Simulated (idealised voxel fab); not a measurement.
The following is a process module called voxel gate over fins.
Cross-section cut: width 230 nm, square cells of 5 nm.
A cross-section is written here as square cells arranged in a grid, and it is given in bands from the top down, each band taking up one or more rows of cells.
In this notation a band is specified by the heights of its top and bottom, in that order and in nm, after which its materials appear from left to right, each paired with its width in nm. The word "full width" attached to a single material means that material fills the band from edge to edge; the word "air" stands for empty space.
The level at which height equals 0 is the one under which the wafer, as it arrives, is entirely one material. No lower edge exists for the bottom band, which continues downward and is notated as in "from 0 down".
Width: "30->40" (first number = top row, second number = bottom row, same change from row to row of cells).
When a step is marked "no change occurred", none of the cells in the cross-section changed during that step.
Look at "Closed void entries" for the closed voids: empty spaces with no open path to the top, sized 8 cells or up. Each is width x height at distance, distance from the left edge, all nm.
Past the settings on a step's line: simulator remark, on that step.
overlay nm: right-of-plan distance of the mask on a masked step; negative values mean left-of-plan.
[Below is the list of planned process steps]
1) RECEIVE: material Si
2) CONFORMAL_DEP: material SiN, thk nm 5
3) MASKED_ETCH: tone cover, mask id FINS, width nm 15, pitch nm 35, etch materials SiN, depth nm 5, overlay nm 0
4) MASKED_ETCH: tone cover, mask id FINS, width nm 15, pitch nm 35, etch materials Si, depth nm 30, overlay nm 0
5) OXIDIZE: depth nm 5
6) FILL_DEP: material SiO2, thk nm 10
7) CMP: height nm 5
8) SELECTIVE_ETCH: etch materials SiO2, depth nm 20
9) STRIP: etch materials SiN
10) CONFORMAL_DEP: material HfO2, thk nm 5
11) CONFORMAL_DEP: material TiN, thk nm 5
12) FILL_DEP: material W, thk nm 15
13) CMP: height nm 20
14) CONFORMAL_DEP: material SiCN, thk nm 5
Quick note for whoever runs this: the wafers start identical, but the depth nm at step 4 isn't the same across them. The plan just shows what the first wafer had.
[Cross-section of the first of several wafers on receipt, reflecting completion of step 1]
* from 0 down = Si full width
* Closed void entries: none
[each wafer at the end: cells of each material gained (+) or lost (-) since it was received, then its closed voids]
depth nm 30 | +64 HfO2 | -301 Si | +46 SiCN | +172 SiO2 | +64 TiN | +185 W | Closed void entries: none
depth nm 35 | +64 HfO2 | -344 Si | +46 SiCN | +215 SiO2 | +64 TiN | +185 W | Closed void entries: none
depth nm 40 | +64 HfO2 | -387 Si | +46 SiCN | +258 SiO2 | +64 TiN | +185 W | Closed void entries: none
depth nm 45 | +64 HfO2 | -430 Si | +46 SiCN | +301 SiO2 | +64 TiN | +185 W | Closed void entries: none
depth nm 50 | +64 HfO2 | -473 Si | +46 SiCN | +344 SiO2 | +64 TiN | +185 W | Closed void entries: none
depth nm 55 | +64 HfO2 | -516 Si | +46 SiCN | +387 SiO2 | +64 TiN | +185 W | Closed void entries: none
